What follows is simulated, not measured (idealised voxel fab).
This section sets out a process module, namely voxel transistor to metal.
In the cross-section labelled cut, the width is 170 nm and each square cell is 5 nm.
Cross-section spec: square-cell grid; bands listed top down; each band is one or more rows.
Quick guide to a band line: top height, bottom height (nm) up front; then every material left to right with its width in nm. Only one material and it's marked "edge to edge"? Then it fills the band edge to edge. And "air" just means empty space.
Beneath 0, the wafer as received is one material, and that level is where height counting begins. The lowest band goes on downward without a bottom; it is written like "0 -> down".
Quick explanation for "30..40": the width changes in equal steps down the rows of cells, from the first number in the band's top row to the second number in its bottom row.
For the purposes of this document, the phrase "remained unchanged" attached to a step denotes that no cell within the cross-section was modified by that step.
Non-vented voids: empty space of 8 cells or more with no open way to the top, each as width x height at its distance from the left edge, in nm
What comes after the settings on a step's line is commentary from the simulator itself on that step.
overlay nm: mask right of planned place by this much (step with mask). Neg. = left.
THE PLANNED PROCESS STEPS ARE ENUMERATED HEREUNDER
- 1: op RECEIVE | material Si
- 2: op OXIDIZE | depth nm 5
- 3: op CONFORMAL_DEP | material SiN | thk nm 15
- 4: op PATTERN | tone cover | mask id ACTIVE | material resist | width nm 100 | thk nm 15 | overlay nm 0
- 5: op DIRECTIONAL_ETCH | etch materials SiN | depth nm 15
- 6: op DIRECTIONAL_ETCH | etch materials SiO2 | depth nm 5
- 7: op DIRECTIONAL_ETCH | etch materials Si | depth nm 25
- 8: op STRIP | etch materials resist
- 9: op OXIDIZE | depth nm 5
- 10: op FILL_DEP | material SiO2 | thk nm 5
- 11: op CMP | height nm 15
- 12: op SELECTIVE_ETCH | etch materials SiO2 | depth nm 5
- 13: op STRIP | etch materials SiN
- 14: op SELECTIVE_ETCH | etch materials SiO2 | depth nm 5
- 15: op OXIDIZE | depth nm 5
- 16: op DIRECTIONAL_DEP | material polySi | thk nm 30
- 17: op DIRECTIONAL_DEP | material SiCN | thk nm 10
- 18: op PATTERN | tone cover | mask id GATE | material resist | width nm 20 | thk nm 15 | overlay nm 0
- 19: op DIRECTIONAL_ETCH | etch materials SiCN | depth nm 20
- 20: op DIRECTIONAL_ETCH | etch materials polySi | depth nm 40
- 21: op STRIP | etch materials resist
- 22: op CONFORMAL_DEP | material SiO2 | thk nm 5
- 23: op DIRECTIONAL_ETCH | etch materials SiO2 | depth nm 5
- 24: op CONFORMAL_DEP | material SiN | thk nm 5
- 25: op DIRECTIONAL_ETCH | etch materials SiN | depth nm 5
- 26: op DIRECTIONAL_ETCH | etch materials SiO2 | depth nm 5
- 27: op DIRECTIONAL_ETCH | etch materials Si | depth nm 5
- 28: op EPI | material pSi | thk nm 5
- 29: op FILL_DEP | material SiO2 | thk nm 10
- 30: op CMP | height nm 35
- 31: op DIRECTIONAL_DEP | material SiO2 | thk nm 15
- 32: op MASKED_ETCH | tone open | mask id CONTACT | width nm 30 | pitch nm 60 | etch materials SiO2 | depth nm 60 | overlay nm 0
- 33: op CONFORMAL_DEP | material TiN | thk nm 5
- 34: op FILL_DEP | material W | thk nm 5
- 35: op CMP | height nm 50
- 36: op CONFORMAL_DEP | material SiN | thk nm 5
- 37: op DIRECTIONAL_DEP | material SiO2 | thk nm 15
- 38: op DIRECTIONAL_DEP | material aC | thk nm 15
- 39: op PATTERN | tone open | mask id METAL_1 | material resist | width nm 20 | pitch nm 70 | thk nm 30 | overlay nm 0
- 40: op DIRECTIONAL_ETCH | etch materials aC | depth nm 15
- 41: op STRIP | etch materials resist
- 42: op DIRECTIONAL_ETCH | etch materials SiO2 | depth nm 15
- 43: op DIRECTIONAL_ETCH | etch materials SiN | depth nm 5
- 44: op STRIP | etch materials aC
- 45: op CONFORMAL_DEP | material TiN | thk nm 5
- 46: op FILL_DEP | material Cu | thk nm 5
- 47: op CMP | height nm 70
- 48: op CONFORMAL_DEP | material SiN | thk nm 5
FIRST WAFER, TWO IN TOTAL, RUN AS PLANNED
AS-RECEIVED STATE OF THE WAFER IN CROSS-SECTION, EQUIVALENT TO POST-STEP 1
	0 -> down = Si edge to edge
	Non-vented voids: none
STEP 2 DONE - WAFER CROSS-SECTION
	0 -> -5 = SiO2 edge to edge
	Nothing below the height -5 has changed.
STEP 3 DONE - WAFER CROSS-SECTION
	15 -> 0 = SiN edge to edge
	Nothing below the height 0 has changed.
STEP 4 DONE - WAFER CROSS-SECTION
	30 -> 15 = air 35, resist 100, air 35
	Nothing below the height 15 has changed.
STEP 5 DONE - WAFER CROSS-SECTION
	30 -> 15 = air 35, resist 100, air 35
	15 -> 0 = air 35, SiN 100, air 35
	Nothing below the height 0 has changed.
STEP 6 DONE - WAFER CROSS-SECTION
	30 -> 15 = air 35, resist 100, air 35
	15 -> 0 = air 35, SiN 100, air 35
	0 -> -5 = air 35, SiO2 100, air 35
	Nothing below the height -5 has changed.
STEP 7 DONE - WAFER CROSS-SECTION
	30 -> 15 = air 35, resist 100, air 35
	15 -> 0 = air 35, SiN 100, air 35
	0 -> -5 = air 35, SiO2 100, air 35
	-5 -> -30 = air 35, Si 100, air 35
	Nothing below the height -30 has changed.
STEP 8 DONE - WAFER CROSS-SECTION
	15 -> 0 = air 35, SiN 100, air 35
	Nothing below the height 0 has changed.
STEP 9 DONE - WAFER CROSS-SECTION
	15 -> 0 = air 35, SiN 100, air 35
	0 -> -5 = air 35, SiO2 100, air 35
	-5 -> -30 = air 35, SiO2 5, Si 90, SiO2 5, air 35
	-30 -> -35 = SiO2 40, Si 90, SiO2 40
	Nothing below the height -35 has changed.
STEP 10 DONE - WAFER CROSS-SECTION
	20 -> 15 = SiO2 edge to edge
	15 -> 0 = SiO2 35, SiN 100, SiO2 35
	0 -> -5 = SiO2 edge to edge
	-5 -> -35 = SiO2 40, Si 90, SiO2 40
	Nothing below the height -35 has changed.
STEP 11 DONE - WAFER CROSS-SECTION
	15 -> 0 = SiO2 35, SiN 100, SiO2 35
	Nothing below the height 0 has changed.
STEP 12 DONE - WAFER CROSS-SECTION
	15 -> 10 = air 35, SiN 100, air 35
	Nothing below the height 10 has changed.
STEP 13 DONE - WAFER CROSS-SECTION
	10 -> 0 = SiO2 35, air 100, SiO2 35
	Nothing below the height 0 has changed.
STEP 14 DONE - WAFER CROSS-SECTION
	5 -> -5 = SiO2 30, air 110, SiO2 30
	Nothing below the height -5 has changed.
STEP 15 DONE - WAFER CROSS-SECTION
	5 -> -5 = SiO2 30, air 110, SiO2 30
	-5 -> -10 = SiO2 edge to edge
	Nothing below the height -10 has changed.
STEP 16 DONE - WAFER CROSS-SECTION
	35 -> 25 = polySi 30, air 110, polySi 30
	25 -> 5 = polySi edge to edge
	5 -> -5 = SiO2 30, polySi 110, SiO2 30
	Nothing below the height -5 has changed.
STEP 17 DONE - WAFER CROSS-SECTION
	45 -> 35 = SiCN 30, air 110, SiCN 30
	35 -> 25 = polySi 30, SiCN 110, polySi 30
	Nothing below the height 25 has changed.
STEP 18 DONE - WAFER CROSS-SECTION
	60 -> 45 = air 75, resist 20, air 75
	45 -> 35 = SiCN 30, air 45, resist 20, air 45, SiCN 30
	Nothing below the height 35 has changed.
STEP 19 DONE - WAFER CROSS-SECTION
	60 -> 35 = air 75, resist 20, air 75
	35 -> 25 = polySi 30, air 45, SiCN 20, air 45, polySi 30
	Nothing below the height 25 has changed.
STEP 20 DONE - WAFER CROSS-SECTION
	60 -> 35 = air 75, resist 20, air 75
	35 -> 25 = air 75, SiCN 20, air 75
	25 -> 5 = air 75, polySi 20, air 75
	5 -> -5 = SiO2 30, air 45, polySi 20, air 45, SiO2 30
	Nothing below the height -5 has changed.
STEP 21 DONE - WAFER CROSS-SECTION
	35 -> 25 = air 75, SiCN 20, air 75
	Nothing below the height 25 has changed.
STEP 22 DONE - WAFER CROSS-SECTION
	40 -> 35 = air 70, SiO2 30, air 70
	35 -> 25 = air 70, SiO2 5, SiCN 20, SiO2 5, air 70
	25 -> 10 = air 70, SiO2 5, polySi 20, SiO2 5, air 70
	10 -> 0 = SiO2 35, air 35, SiO2 5, polySi 20, SiO2 5, air 35, SiO2 35
	0 -> -5 = SiO2 75, polySi 20, SiO2 75
	Nothing below the height -5 has changed.
STEP 23 DONE - WAFER CROSS-SECTION
	35 -> 25 = air 70, SiO2 5, SiCN 20, SiO2 5, air 70
	25 -> 5 = air 70, SiO2 5, polySi 20, SiO2 5, air 70
	5 -> -5 = SiO2 35, air 35, SiO2 5, polySi 20, SiO2 5, air 35, SiO2 35
	Nothing below the height -5 has changed.
STEP 24 DONE - WAFER CROSS-SECTION
	40 -> 35 = air 65, SiN 40, air 65
	35 -> 25 = air 65, SiN 5, SiO2 5, SiCN 20, SiO2 5, SiN 5, air 65
	25 -> 10 = air 65, SiN 5, SiO2 5, polySi 20, SiO2 5, SiN 5, air 65
	10 -> 5 = SiN 40, air 25, SiN 5, SiO2 5, polySi 20, SiO2 5, SiN 5, air 25, SiN 40
	5 -> 0 = SiO2 35, SiN 5, air 25, SiN 5, SiO2 5, polySi 20, SiO2 5, SiN 5, air 25, SiN 5, SiO2 35
	0 -> -5 = SiO2 35, SiN 35, SiO2 5, polySi 20, SiO2 5, SiN 35, SiO2 35
	Nothing below the height -5 has changed.
STEP 25 DONE - WAFER CROSS-SECTION
	35 -> 25 = air 65, SiN 5, SiO2 5, SiCN 20, SiO2 5, SiN 5, air 65
	25 -> 5 = air 65, SiN 5, SiO2 5, polySi 20, SiO2 5, SiN 5, air 65
	5 -> -5 = SiO2 35, SiN 5, air 25, SiN 5, SiO2 5, polySi 20, SiO2 5, SiN 5, air 25, SiN 5, SiO2 35
	Nothing below the height -5 has changed.
STEP 26 DONE - WAFER CROSS-SECTION
	35 -> 30 = air 65, SiN 5, air 5, SiCN 20, air 5, SiN 5, air 65
	30 -> 25 = air 65, SiN 5, SiO2 5, SiCN 20, SiO2 5, SiN 5, air 65
	25 -> 5 = air 65, SiN 5, SiO2 5, polySi 20, SiO2 5, SiN 5, air 65
	5 -> 0 = air 35, SiN 5, air 25, SiN 5, SiO2 5, polySi 20, SiO2 5, SiN 5, air 25, SiN 5, air 35
	0 -> -5 = SiO2 35, SiN 5, air 25, SiN 5, SiO2 5, polySi 20, SiO2 5, SiN 5, air 25, SiN 5, SiO2 35
	-5 -> -10 = SiO2 40, air 25, SiO2 40, air 25, SiO2 40
	Nothing below the height -10 has changed.
STEP 27 DONE - WAFER CROSS-SECTION
	35 -> 30 = air 65, SiN 5, air 5, SiCN 20, air 5, SiN 5, air 65
	30 -> 25 = air 65, SiN 5, SiO2 5, SiCN 20, SiO2 5, SiN 5, air 65
	25 -> 5 = air 65, SiN 5, SiO2 5, polySi 20, SiO2 5, SiN 5, air 65
	5 -> 0 = air 35, SiN 5, air 25, SiN 5, SiO2 5, polySi 20, SiO2 5, SiN 5, air 25, SiN 5, air 35
	0 -> -5 = SiO2 35, SiN 5, air 25, SiN 5, SiO2 5, polySi 20, SiO2 5, SiN 5, air 25, SiN 5, SiO2 35
	-5 -> -10 = SiO2 40, air 25, SiO2 40, air 25, SiO2 40
	-10 -> -15 = SiO2 40, air 25, Si 40, air 25, SiO2 40
	Nothing below the height -15 has changed.
STEP 28 DONE - WAFER CROSS-SECTION
	35 -> 30 = air 65, SiN 5, air 5, SiCN 20, air 5, SiN 5, air 65
	30 -> 25 = air 65, SiN 5, SiO2 5, SiCN 20, SiO2 5, SiN 5, air 65
	25 -> 5 = air 65, SiN 5, SiO2 5, polySi 20, SiO2 5, SiN 5, air 65
	5 -> 0 = air 35, SiN 5, air 25, SiN 5, SiO2 5, polySi 20, SiO2 5, SiN 5, air 25, SiN 5, air 35
	0 -> -5 = SiO2 35, SiN 5, air 25, SiN 5, SiO2 5, polySi 20, SiO2 5, SiN 5, air 25, SiN 5, SiO2 35
	-5 -> -10 = SiO2 40, air 20, pSi 5, SiO2 40, pSi 5, air 20, SiO2 40
	-10 -> -15 = SiO2 40, pSi 25, Si 40, pSi 25, SiO2 40
	Nothing below the height -15 has changed.
STEP 29 DONE - WAFER CROSS-SECTION
	45 -> 35 = SiO2 edge to edge
	35 -> 25 = SiO2 65, SiN 5, SiO2 5, SiCN 20, SiO2 5, SiN 5, SiO2 65
	25 -> 5 = SiO2 65, SiN 5, SiO2 5, polySi 20, SiO2 5, SiN 5, SiO2 65
	5 -> -5 = SiO2 35, SiN 5, SiO2 25, SiN 5, SiO2 5, polySi 20, SiO2 5, SiN 5, SiO2 25, SiN 5, SiO2 35
	-5 -> -10 = SiO2 60, pSi 5, SiO2 40, pSi 5, SiO2 60
	Nothing below the height -10 has changed.
STEP 30 DONE - WAFER CROSS-SECTION
	35 -> 25 = SiO2 65, SiN 5, SiO2 5, SiCN 20, SiO2 5, SiN 5, SiO2 65
	Nothing below the height 25 has changed.
STEP 31 DONE - WAFER CROSS-SECTION
	50 -> 35 = SiO2 edge to edge
	Nothing below the height 35 has changed.
STEP 32 DONE - WAFER CROSS-SECTION
	50 -> 35 = SiO2 40, air 30, SiO2 30, air 30, SiO2 40
	35 -> 25 = SiO2 40, air 25, SiN 5, SiO2 5, SiCN 20, SiO2 5, SiN 5, air 25, SiO2 40
	25 -> 5 = SiO2 40, air 25, SiN 5, SiO2 5, polySi 20, SiO2 5, SiN 5, air 25, SiO2 40
	5 -> -5 = SiO2 35, SiN 5, air 25, SiN 5, SiO2 5, polySi 20, SiO2 5, SiN 5, air 25, SiN 5, SiO2 35
	-5 -> -10 = SiO2 40, air 20, pSi 5, SiO2 40, pSi 5, air 20, SiO2 40
	Nothing below the height -10 has changed.
STEP 33 DONE - WAFER CROSS-SECTION
	55 -> 50 = TiN 45, air 20, TiN 40, air 20, TiN 45
	50 -> 40 = SiO2 40, TiN 5, air 20, TiN 5, SiO2 30, TiN 5, air 20, TiN 5, SiO2 40
	40 -> 35 = SiO2 40, TiN 5, air 15, TiN 10, SiO2 30, TiN 10, air 15, TiN 5, SiO2 40
	35 -> 25 = SiO2 40, TiN 5, air 15, TiN 5, SiN 5, SiO2 5, SiCN 20, SiO2 5, SiN 5, TiN 5, air 15, TiN 5, SiO2 40
	25 -> 5 = SiO2 40, TiN 5, air 15, TiN 5, SiN 5, SiO2 5, polySi 20, SiO2 5, SiN 5, TiN 5, air 15, TiN 5, SiO2 40
	5 -> -5 = SiO2 35, SiN 5, TiN 5, air 15..10, TiN 5..10, SiN 5, SiO2 5, polySi 20, SiO2 5, SiN 5, TiN 5..10, air 15..10, TiN 5, SiN 5, SiO2 35
	-5 -> -10 = SiO2 40, TiN 20, pSi 5, SiO2 40, pSi 5, TiN 20, SiO2 40
	Nothing below the height -10 has changed.
STEP 34 DONE - WAFER CROSS-SECTION
	60 -> 55 = W edge to edge
	55 -> 50 = TiN 45, W 20, TiN 40, W 20, TiN 45
	50 -> 40 = SiO2 40, TiN 5, W 20, TiN 5, SiO2 30, TiN 5, W 20, TiN 5, SiO2 40
	40 -> 35 = SiO2 40, TiN 5, W 15, TiN 10, SiO2 30, TiN 10, W 15, TiN 5, SiO2 40
	35 -> 25 = SiO2 40, TiN 5, W 15, TiN 5, SiN 5, SiO2 5, SiCN 20, SiO2 5, SiN 5, TiN 5, W 15, TiN 5, SiO2 40
	25 -> 5 = SiO2 40, TiN 5, W 15, TiN 5, SiN 5, SiO2 5, polySi 20, SiO2 5, SiN 5, TiN 5, W 15, TiN 5, SiO2 40
	5 -> -5 = SiO2 35, SiN 5, TiN 5, W 15..10, TiN 5..10, SiN 5, SiO2 5, polySi 20, SiO2 5, SiN 5, TiN 5..10, W 15..10, TiN 5, SiN 5, SiO2 35
	Nothing below the height -5 has changed.
STEP 35 DONE - WAFER CROSS-SECTION
	50 -> 40 = SiO2 40, TiN 5, W 20, TiN 5, SiO2 30, TiN 5, W 20, TiN 5, SiO2 40
	Nothing below the height 40 has changed.
STEP 36 DONE - WAFER CROSS-SECTION
	55 -> 50 = SiN edge to edge
	Nothing below the height 50 has changed.
STEP 37 DONE - WAFER CROSS-SECTION
	70 -> 55 = SiO2 edge to edge
	Nothing below the height 55 has changed.
STEP 38 DONE - WAFER CROSS-SECTION
	85 -> 70 = aC edge to edge
	Nothing below the height 70 has changed.
STEP 39 DONE - WAFER CROSS-SECTION
	115 -> 85 = resist 40, air 20, resist 50, air 20, resist 40
	Nothing below the height 85 has changed.
STEP 40 DONE - WAFER CROSS-SECTION
	100 -> 85 = resist 40, air 20, resist 50, air 20, resist 40
	85 -> 70 = aC 40, air 20, aC 50, air 20, aC 40
	Nothing below the height 70 has changed.
STEP 41 DONE - WAFER CROSS-SECTION
	85 -> 70 = aC 40, air 20, aC 50, air 20, aC 40
	Nothing below the height 70 has changed.
STEP 42 DONE - WAFER CROSS-SECTION
	85 -> 70 = aC 40, air 20, aC 50, air 20, aC 40
	70 -> 55 = SiO2 40, air 20, SiO2 50, air 20, SiO2 40
	Nothing below the height 55 has changed.
STEP 43 DONE - WAFER CROSS-SECTION
	85 -> 70 = aC 40, air 20, aC 50, air 20, aC 40
	70 -> 55 = SiO2 40, air 20, SiO2 50, air 20, SiO2 40
	55 -> 50 = SiN 40, air 20, SiN 50, air 20, SiN 40
	Nothing below the height 50 has changed.
STEP 44 DONE - WAFER CROSS-SECTION
	70 -> 55 = SiO2 40, air 20, SiO2 50, air 20, SiO2 40
	Nothing below the height 55 has changed.
STEP 45 DONE - WAFER CROSS-SECTION
	75 -> 70 = TiN 45, air 10, TiN 60, air 10, TiN 45
	70 -> 55 = SiO2 40, TiN 5, air 10, TiN 5, SiO2 50, TiN 5, air 10, TiN 5, SiO2 40
	55 -> 50 = SiN 40, TiN 20, SiN 50, TiN 20, SiN 40
	Nothing below the height 50 has changed.
STEP 46 DONE - WAFER CROSS-SECTION
	80 -> 75 = Cu edge to edge
	75 -> 70 = TiN 45, Cu 10, TiN 60, Cu 10, TiN 45
	70 -> 55 = SiO2 40, TiN 5, Cu 10, TiN 5, SiO2 50, TiN 5, Cu 10, TiN 5, SiO2 40
	Nothing below the height 55 has changed.
STEP 47 DONE - WAFER CROSS-SECTION
	70 -> 55 = SiO2 40, TiN 5, Cu 10, TiN 5, SiO2 50, TiN 5, Cu 10, TiN 5, SiO2 40
	Nothing below the height 55 has changed.
STEP 48 DONE - WAFER CROSS-SECTION
	75 -> 70 = SiN edge to edge
	Nothing below the height 70 has changed.
WHAT FOLLOWS CONCERNS THE SECOND WAFER, WHICH STARTED OUT LIKE THE FIRST AND WAS MEANT TO FOLLOW THE VERY SAME PLAN; ONE MISTAKE CREPT IN WHEN IT WAS RUN, BUT EVERYTHING UP TO AND INCLUDING STEP 23 IS THE SAME AS FOR THE FIRST WAFER
Cross-sectional view of the second wafer at the intended end time of process step 24: remained unchanged
Cross-sectional view of the second wafer at the intended end time of process step 25: remained unchanged
CROSS-SECTIONAL VIEW OF THE SECOND WAFER AT THE INTENDED END TIME OF PROCESS STEP 26
	35 -> 30 = air 75, SiCN 20, air 75
	30 -> 25 = air 70, SiO2 5, SiCN 20, SiO2 5, air 70
	25 -> 0 = air 70, SiO2 5, polySi 20, SiO2 5, air 70
	0 -> -5 = SiO2 35, air 35, SiO2 5, polySi 20, SiO2 5, air 35, SiO2 35
	-5 -> -10 = SiO2 35, air 35, SiO2 30, air 35, SiO2 35
	Nothing below the height -10 has changed.
CROSS-SECTIONAL VIEW OF THE SECOND WAFER AT THE INTENDED END TIME OF PROCESS STEP 27
	35 -> 30 = air 75, SiCN 20, air 75
	30 -> 25 = air 70, SiO2 5, SiCN 20, SiO2 5, air 70
	25 -> 0 = air 70, SiO2 5, polySi 20, SiO2 5, air 70
	0 -> -5 = SiO2 35, air 35, SiO2 5, polySi 20, SiO2 5, air 35, SiO2 35
	-5 -> -10 = SiO2 35, air 35, SiO2 30, air 35, SiO2 35
	-10 -> -15 = SiO2 40, air 30, Si 30, air 30, SiO2 40
	Nothing below the height -15 has changed.
CROSS-SECTIONAL VIEW OF THE SECOND WAFER AT THE INTENDED END TIME OF PROCESS STEP 28
	35 -> 30 = air 75, SiCN 20, air 75
	30 -> 25 = air 70, SiO2 5, SiCN 20, SiO2 5, air 70
	25 -> 0 = air 70, SiO2 5, polySi 20, SiO2 5, air 70
	0 -> -5 = SiO2 35, air 35, SiO2 5, polySi 20, SiO2 5, air 35, SiO2 35
	-5 -> -10 = SiO2 35, air 30, pSi 5, SiO2 30, pSi 5, air 30, SiO2 35
	-10 -> -15 = SiO2 40, pSi 30, Si 30, pSi 30, SiO2 40
	Nothing below the height -15 has changed.
CROSS-SECTIONAL VIEW OF THE SECOND WAFER AT THE INTENDED END TIME OF PROCESS STEP 29
	45 -> 35 = SiO2 edge to edge
	35 -> 25 = SiO2 75, SiCN 20, SiO2 75
	25 -> -5 = SiO2 75, polySi 20, SiO2 75
	-5 -> -10 = SiO2 65, pSi 5, SiO2 30, pSi 5, SiO2 65
	Nothing below the height -10 has changed.
CROSS-SECTIONAL VIEW OF THE SECOND WAFER AT THE INTENDED END TIME OF PROCESS STEP 30
	35 -> 25 = SiO2 75, SiCN 20, SiO2 75
	Nothing below the height 25 has changed.
CROSS-SECTIONAL VIEW OF THE SECOND WAFER AT THE INTENDED END TIME OF PROCESS STEP 31
	50 -> 35 = SiO2 edge to edge
	Nothing below the height 35 has changed.
CROSS-SECTIONAL VIEW OF THE SECOND WAFER AT THE INTENDED END TIME OF PROCESS STEP 32
	50 -> 35 = SiO2 40, air 30, SiO2 30, air 30, SiO2 40
	35 -> 25 = SiO2 40, air 30, SiO2 5, SiCN 20, SiO2 5, air 30, SiO2 40
	25 -> -5 = SiO2 40, air 30, SiO2 5, polySi 20, SiO2 5, air 30, SiO2 40
	-5 -> -10 = SiO2 40, air 25, pSi 5, SiO2 30, pSi 5, air 25, SiO2 40
	Nothing below the height -10 has changed.
CROSS-SECTIONAL VIEW OF THE SECOND WAFER AT THE INTENDED END TIME OF PROCESS STEP 33
	55 -> 50 = TiN 45, air 20, TiN 40, air 20, TiN 45
	50 -> 35 = SiO2 40, TiN 5, air 20, TiN 5, SiO2 30, TiN 5, air 20, TiN 5, SiO2 40
	35 -> 25 = SiO2 40, TiN 5, air 20, TiN 5, SiO2 5, SiCN 20, SiO2 5, TiN 5, air 20, TiN 5, SiO2 40
	25 -> 0 = SiO2 40, TiN 5, air 20, TiN 5, SiO2 5, polySi 20, SiO2 5, TiN 5, air 20, TiN 5, SiO2 40
	0 -> -5 = SiO2 40, TiN 5, air 15, TiN 10, SiO2 5, polySi 20, SiO2 5, TiN 10, air 15, TiN 5, SiO2 40
	-5 -> -10 = SiO2 40, TiN 25, pSi 5, SiO2 30, pSi 5, TiN 25, SiO2 40
	Nothing below the height -10 has changed.
CROSS-SECTIONAL VIEW OF THE SECOND WAFER AT THE INTENDED END TIME OF PROCESS STEP 34
	60 -> 55 = W edge to edge
	55 -> 50 = TiN 45, W 20, TiN 40, W 20, TiN 45
	50 -> 35 = SiO2 40, TiN 5, W 20, TiN 5, SiO2 30, TiN 5, W 20, TiN 5, SiO2 40
	35 -> 25 = SiO2 40, TiN 5, W 20, TiN 5, SiO2 5, SiCN 20, SiO2 5, TiN 5, W 20, TiN 5, SiO2 40
	25 -> 0 = SiO2 40, TiN 5, W 20, TiN 5, SiO2 5, polySi 20, SiO2 5, TiN 5, W 20, TiN 5, SiO2 40
	0 -> -5 = SiO2 40, TiN 5, W 15, TiN 10, SiO2 5, polySi 20, SiO2 5, TiN 10, W 15, TiN 5, SiO2 40
	Nothing below the height -5 has changed.
CROSS-SECTIONAL VIEW OF THE SECOND WAFER AT THE INTENDED END TIME OF PROCESS STEP 35
	50 -> 35 = SiO2 40, TiN 5, W 20, TiN 5, SiO2 30, TiN 5, W 20, TiN 5, SiO2 40
	Nothing below the height 35 has changed.
CROSS-SECTIONAL VIEW OF THE SECOND WAFER AT THE INTENDED END TIME OF PROCESS STEP 36
	55 -> 50 = SiN edge to edge
	Nothing below the height 50 has changed.
CROSS-SECTIONAL VIEW OF THE SECOND WAFER AT THE INTENDED END TIME OF PROCESS STEP 37
	70 -> 55 = SiO2 edge to edge
	Nothing below the height 55 has changed.
CROSS-SECTIONAL VIEW OF THE SECOND WAFER AT THE INTENDED END TIME OF PROCESS STEP 38
	85 -> 70 = aC edge to edge
	Nothing below the height 70 has changed.
CROSS-SECTIONAL VIEW OF THE SECOND WAFER AT THE INTENDED END TIME OF PROCESS STEP 39
	115 -> 85 = resist 40, air 20, resist 50, air 20, resist 40
	Nothing below the height 85 has changed.
CROSS-SECTIONAL VIEW OF THE SECOND WAFER AT THE INTENDED END TIME OF PROCESS STEP 40
	100 -> 85 = resist 40, air 20, resist 50, air 20, resist 40
	85 -> 70 = aC 40, air 20, aC 50, air 20, aC 40
	Nothing below the height 70 has changed.
CROSS-SECTIONAL VIEW OF THE SECOND WAFER AT THE INTENDED END TIME OF PROCESS STEP 41
	85 -> 70 = aC 40, air 20, aC 50, air 20, aC 40
	Nothing below the height 70 has changed.
CROSS-SECTIONAL VIEW OF THE SECOND WAFER AT THE INTENDED END TIME OF PROCESS STEP 42
	85 -> 70 = aC 40, air 20, aC 50, air 20, aC 40
	70 -> 55 = SiO2 40, air 20, SiO2 50, air 20, SiO2 40
	Nothing below the height 55 has changed.
CROSS-SECTIONAL VIEW OF THE SECOND WAFER AT THE INTENDED END TIME OF PROCESS STEP 43
	85 -> 70 = aC 40, air 20, aC 50, air 20, aC 40
	70 -> 55 = SiO2 40, air 20, SiO2 50, air 20, SiO2 40
	55 -> 50 = SiN 40, air 20, SiN 50, air 20, SiN 40
	Nothing below the height 50 has changed.
CROSS-SECTIONAL VIEW OF THE SECOND WAFER AT THE INTENDED END TIME OF PROCESS STEP 44
	70 -> 55 = SiO2 40, air 20, SiO2 50, air 20, SiO2 40
	Nothing below the height 55 has changed.
CROSS-SECTIONAL VIEW OF THE SECOND WAFER AT THE INTENDED END TIME OF PROCESS STEP 45
	75 -> 70 = TiN 45, air 10, TiN 60, air 10, TiN 45
	70 -> 55 = SiO2 40, TiN 5, air 10, TiN 5, SiO2 50, TiN 5, air 10, TiN 5, SiO2 40
	55 -> 50 = SiN 40, TiN 20, SiN 50, TiN 20, SiN 40
	Nothing below the height 50 has changed.
CROSS-SECTIONAL VIEW OF THE SECOND WAFER AT THE INTENDED END TIME OF PROCESS STEP 46
	80 -> 75 = Cu edge to edge
	75 -> 70 = TiN 45, Cu 10, TiN 60, Cu 10, TiN 45
	70 -> 55 = SiO2 40, TiN 5, Cu 10, TiN 5, SiO2 50, TiN 5, Cu 10, TiN 5, SiO2 40
	Nothing below the height 55 has changed.
CROSS-SECTIONAL VIEW OF THE SECOND WAFER AT THE INTENDED END TIME OF PROCESS STEP 47
	70 -> 55 = SiO2 40, TiN 5, Cu 10, TiN 5, SiO2 50, TiN 5, Cu 10, TiN 5, SiO2 40
	Nothing below the height 55 has changed.
CROSS-SECTIONAL VIEW OF THE SECOND WAFER AT THE INTENDED END TIME OF PROCESS STEP 48
	75 -> 70 = SiN edge to edge
	Nothing below the height 70 has changed.
Deviation from plan: step 24 from the plan never happened, it was just skipped
Final difference in cells, second wafer against first, listed per material as more or fewer: 2 fewer of Si; 20 fewer of SiN; 2 more of SiO2; 18 more of W; 2 more of pSi
